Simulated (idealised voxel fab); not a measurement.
process module | voxel tone inversion
cross-section cut | 280 nm wide | cells 5 nm
A cross-section is a grid of square cells, given in bands from the top down. A band is one or more rows of cells.
Each band's line starts with the height of the band's top and of its bottom, in nm. Then come its materials from left to right, each with its width in nm. One material with "throughout" fills the band from edge to edge. "air" is empty space.
Height 0 is the level under which the wafer as received is all one material. The lowest band goes on downwards, as in "0 down".
A width such as "30 to 40" changes by the same amount from each row of cells to the next, from the band's top row to its bottom row.
"no change" after a step means that no cell of the cross-section changed.
closed voids: empty space of 8 cells or more with no open way to the top, each as width x height at its distance from the left edge, in nm
after a step's settings: what the simulator itself notes on the step
overlay nm, on a step with a mask: how far to the right of its planned place the mask lay; to the left if negative
plan
1 op RECEIVE | material Si
2 op CONFORMAL_DEP | material SiCN | thk nm 10
3 op DIRECTIONAL_DEP | material aC | thk nm 15
4 op PATTERN | tone cover | mask id POSTS | material resist | width nm 20 | pitch nm 40 | thk nm 25 | overlay nm 0
5 op DIRECTIONAL_ETCH | etch materials aC | depth nm 15
6 op STRIP | etch materials resist
7 op FILL_DEP | material SiO2 | thk nm 5
8 op CMP | height nm 25
9 op STRIP | etch materials aC
10 op CONFORMAL_DEP | material TiN | thk nm 5
11 op FILL_DEP | material Ru | thk nm 10
12 op CMP | height nm 25
13 op CONFORMAL_DEP | material SiN | thk nm 5
as received, after step 1
  0 down: Si throughout
  closed voids: none
a wafer at the end: this start, this plan, one mistake
  45 to 40: SiN throughout
  40 to 30: Ru throughout
  30 to 25: TiN 75 | Ru 10 | TiN 30 | Ru 10 | TiN 30 | Ru 10 | TiN 30 | Ru 10 | TiN 75
  25 to 15: SiO2 70 | TiN 5 | Ru 10 | TiN 5 | SiO2 20 | TiN 5 | Ru 10 | TiN 5 | SiO2 20 | TiN 5 | Ru 10 | TiN 5 | SiO2 20 | TiN 5 | Ru 10 | TiN 5 | SiO2 70
  15 to 10: SiO2 70 | TiN 20 | SiO2 20 | TiN 20 | SiO2 20 | TiN 20 | SiO2 20 | TiN 20 | SiO2 70
  10 to 0: SiCN throughout
  0 down: Si throughout
  closed voids: none
what went wrong: step 12 was left out
